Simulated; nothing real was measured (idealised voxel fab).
process module | voxel self aligned contacts
cross-section cut | 290 nm wide | cells 5 nm
A cross-section is a grid of square cells, given in bands from the top down. A band is one or more rows of cells.
Each band's line starts with the height of the band's top and of its bottom, in nm. Then come its materials from left to right, each with its width in nm. One material with "throughout" fills the band from edge to edge. "air" is empty space.
Height 0 is the level under which the wafer as received is all one material. The lowest band goes on downwards, as in "0 down".
A width such as "30 to 40" changes by the same amount from each row of cells to the next, from the band's top row to its bottom row.
"no change" after a step means that no cell of the cross-section changed.
closed voids: empty space of 8 cells or more with no open way to the top, each as width x height at its distance from the left edge, in nm
after a step's settings: what the simulator itself notes on the step
overlay nm, on a step with a mask: how far to the right of its planned place the mask lay; to the left if negative
plan
1 op RECEIVE | material Si
2 op OXIDIZE | depth nm 5
3 op DIRECTIONAL_DEP | material polySi | thk nm 25
4 op DIRECTIONAL_DEP | material SiN | thk nm 20
5 op DIRECTIONAL_DEP | material aC | thk nm 10
6 op PATTERN | tone cover | mask id GATE | material resist | width nm 25 | pitch nm 60 | thk nm 25 | overlay nm 0
7 op DIRECTIONAL_ETCH | etch materials aC | depth nm 10
8 op STRIP | etch materials resist
9 op DIRECTIONAL_ETCH | etch materials SiN | depth nm 20
10 op DIRECTIONAL_ETCH | etch materials polySi | depth nm 25
11 op STRIP | etch materials aC
12 op CONFORMAL_DEP | material SiN | thk nm 10
13 op DIRECTIONAL_ETCH | etch materials SiN | depth nm 10
14 op FILL_DEP | material SiO2 | thk nm 20
15 op CMP | height nm 55
16 op MASKED_ETCH | tone open | mask id CONTACT | width nm 45 | etch materials SiO2 | depth nm 60 | overlay nm 0
17 op CONFORMAL_DEP | material TiN | thk nm 5
18 op FILL_DEP | material Ru | thk nm 10
19 op CMP | height nm 55
20 op CONFORMAL_DEP | material SiN | thk nm 5
first wafer, as planned
as received, after step 1
  0 down: Si throughout
  closed voids: none
after step 2
  0 to -5: SiO2 throughout
  below -5: unchanged
after step 3
  25 to 0: polySi throughout
  below 0: unchanged
after step 4
  45 to 25: SiN throughout
  below 25: unchanged
after step 5
  55 to 45: aC throughout
  below 45: unchanged
after step 6
  80 to 55: air 100 | resist 25 | air 35 | resist 25 | air 105
  below 55: unchanged
after step 7
  70 to 55: air 100 | resist 25 | air 35 | resist 25 | air 105
  55 to 45: air 100 | aC 25 | air 35 | aC 25 | air 105
  below 45: unchanged
after step 8
  55 to 45: air 100 | aC 25 | air 35 | aC 25 | air 105
  below 45: unchanged
after step 9
  55 to 45: air 100 | aC 25 | air 35 | aC 25 | air 105
  45 to 25: air 100 | SiN 25 | air 35 | SiN 25 | air 105
  below 25: unchanged
after step 10
  55 to 45: air 100 | aC 25 | air 35 | aC 25 | air 105
  45 to 25: air 100 | SiN 25 | air 35 | SiN 25 | air 105
  25 to 0: air 100 | polySi 25 | air 35 | polySi 25 | air 105
  below 0: unchanged
after step 11
  45 to 25: air 100 | SiN 25 | air 35 | SiN 25 | air 105
  below 25: unchanged
after step 12
  55 to 25: air 90 | SiN 45 | air 15 | SiN 45 | air 95
  25 to 10: air 90 | SiN 10 | polySi 25 | SiN 10 | air 15 | SiN 10 | polySi 25 | SiN 10 | air 95
  10 to 0: SiN 100 | polySi 25 | SiN 35 | polySi 25 | SiN 105
  below 0: unchanged
after step 13
  45 to 25: air 90 | SiN 45 | air 15 | SiN 45 | air 95
  25 to 0: air 90 | SiN 10 | polySi 25 | SiN 10 | air 15 | SiN 10 | polySi 25 | SiN 10 | air 95
  below 0: unchanged
after step 14
  65 to 45: SiO2 throughout
  45 to 25: SiO2 90 | SiN 45 | SiO2 15 | SiN 45 | SiO2 95
  25 to 0: SiO2 90 | SiN 10 | polySi 25 | SiN 10 | SiO2 15 | SiN 10 | polySi 25 | SiN 10 | SiO2 95
  below 0: unchanged
after step 15
  55 to 45: SiO2 throughout
  below 45: unchanged
after step 16
  55 to 45: SiO2 120 | air 45 | SiO2 125
  45 to 25: SiO2 90 | SiN 45 | air 15 | SiN 45 | SiO2 95
  25 to 0: SiO2 90 | SiN 10 | polySi 25 | SiN 10 | air 15 | SiN 10 | polySi 25 | SiN 10 | SiO2 95
  0 to -5: SiO2 135 | air 15 | SiO2 140
  below -5: unchanged
after step 17
  60 to 55: TiN 125 | air 35 | TiN 130
  55 to 45: SiO2 120 | TiN 5 to 20 | air 35 to 5 | TiN 5 to 20 | SiO2 125
  45 to 25: SiO2 90 | SiN 45 | TiN 5 | air 5 | TiN 5 | SiN 45 | SiO2 95
  25 to 0: SiO2 90 | SiN 10 | polySi 25 | SiN 10 | TiN 5 | air 5 | TiN 5 | SiN 10 | polySi 25 | SiN 10 | SiO2 95
  0 to -5: SiO2 135 | TiN 15 | SiO2 140
  below -5: unchanged
after step 18
  70 to 60: Ru throughout
  60 to 55: TiN 125 | Ru 35 | TiN 130
  55 to 45: SiO2 120 | TiN 5 to 20 | Ru 35 to 5 | TiN 5 to 20 | SiO2 125
  45 to 25: SiO2 90 | SiN 45 | TiN 5 | Ru 5 | TiN 5 | SiN 45 | SiO2 95
  25 to 0: SiO2 90 | SiN 10 | polySi 25 | SiN 10 | TiN 5 | Ru 5 | TiN 5 | SiN 10 | polySi 25 | SiN 10 | SiO2 95
  below 0: unchanged
after step 19
  55 to 45: SiO2 120 | TiN 5 to 20 | Ru 35 to 5 | TiN 5 to 20 | SiO2 125
  below 45: unchanged
after step 20
  60 to 55: SiN throughout
  below 55: unchanged
second wafer: like start, like plan, one mistake. Through step 1 it matches the first wafer
when step 2 should have ended
  0 to -10: SiO2 throughout
  below -10: unchanged
when step 3 should have ended
  25 to 0: polySi throughout
  below 0: unchanged
when step 4 should have ended
  45 to 25: SiN throughout
  below 25: unchanged
when step 5 should have ended
  55 to 45: aC throughout
  below 45: unchanged
when step 6 should have ended
  80 to 55: air 100 | resist 25 | air 35 | resist 25 | air 105
  below 55: unchanged
when step 7 should have ended
  70 to 55: air 100 | resist 25 | air 35 | resist 25 | air 105
  55 to 45: air 100 | aC 25 | air 35 | aC 25 | air 105
  below 45: unchanged
when step 8 should have ended
  55 to 45: air 100 | aC 25 | air 35 | aC 25 | air 105
  below 45: unchanged
when step 9 should have ended
  55 to 45: air 100 | aC 25 | air 35 | aC 25 | air 105
  45 to 25: air 100 | SiN 25 | air 35 | SiN 25 | air 105
  below 25: unchanged
when step 10 should have ended
  55 to 45: air 100 | aC 25 | air 35 | aC 25 | air 105
  45 to 25: air 100 | SiN 25 | air 35 | SiN 25 | air 105
  25 to 0: air 100 | polySi 25 | air 35 | polySi 25 | air 105
  below 0: unchanged
when step 11 should have ended
  45 to 25: air 100 | SiN 25 | air 35 | SiN 25 | air 105
  below 25: unchanged
when step 12 should have ended
  55 to 25: air 90 | SiN 45 | air 15 | SiN 45 | air 95
  25 to 10: air 90 | SiN 10 | polySi 25 | SiN 10 | air 15 | SiN 10 | polySi 25 | SiN 10 | air 95
  10 to 0: SiN 100 | polySi 25 | SiN 35 | polySi 25 | SiN 105
  below 0: unchanged
when step 13 should have ended
  45 to 25: air 90 | SiN 45 | air 15 | SiN 45 | air 95
  25 to 0: air 90 | SiN 10 | polySi 25 | SiN 10 | air 15 | SiN 10 | polySi 25 | SiN 10 | air 95
  below 0: unchanged
when step 14 should have ended
  65 to 45: SiO2 throughout
  45 to 25: SiO2 90 | SiN 45 | SiO2 15 | SiN 45 | SiO2 95
  25 to 0: SiO2 90 | SiN 10 | polySi 25 | SiN 10 | SiO2 15 | SiN 10 | polySi 25 | SiN 10 | SiO2 95
  below 0: unchanged
when step 15 should have ended
  55 to 45: SiO2 throughout
  below 45: unchanged
when step 16 should have ended
  55 to 45: SiO2 120 | air 45 | SiO2 125
  45 to 25: SiO2 90 | SiN 45 | air 15 | SiN 45 | SiO2 95
  25 to 0: SiO2 90 | SiN 10 | polySi 25 | SiN 10 | air 15 | SiN 10 | polySi 25 | SiN 10 | SiO2 95
  0 to -5: SiO2 135 | air 15 | SiO2 140
  below -5: unchanged
when step 17 should have ended
  60 to 55: TiN 125 | air 35 | TiN 130
  55 to 45: SiO2 120 | TiN 5 to 20 | air 35 to 5 | TiN 5 to 20 | SiO2 125
  45 to 25: SiO2 90 | SiN 45 | TiN 5 | air 5 | TiN 5 | SiN 45 | SiO2 95
  25 to 0: SiO2 90 | SiN 10 | polySi 25 | SiN 10 | TiN 5 | air 5 | TiN 5 | SiN 10 | polySi 25 | SiN 10 | SiO2 95
  0 to -5: SiO2 135 | TiN 15 | SiO2 140
  below -5: unchanged
when step 18 should have ended
  70 to 60: Ru throughout
  60 to 55: TiN 125 | Ru 35 | TiN 130
  55 to 45: SiO2 120 | TiN 5 to 20 | Ru 35 to 5 | TiN 5 to 20 | SiO2 125
  45 to 25: SiO2 90 | SiN 45 | TiN 5 | Ru 5 | TiN 5 | SiN 45 | SiO2 95
  25 to 0: SiO2 90 | SiN 10 | polySi 25 | SiN 10 | TiN 5 | Ru 5 | TiN 5 | SiN 10 | polySi 25 | SiN 10 | SiO2 95
  below 0: unchanged
when step 19 should have ended
  55 to 45: SiO2 120 | TiN 5 to 20 | Ru 35 to 5 | TiN 5 to 20 | SiO2 125
  below 45: unchanged
when step 20 should have ended
  60 to 55: SiN throughout
  below 55: unchanged
what went wrong: step 2 ran as: op OXIDIZE | depth nm 10
at the end the second wafer has, in cells: 58 fewer of Si | 58 more of SiO2
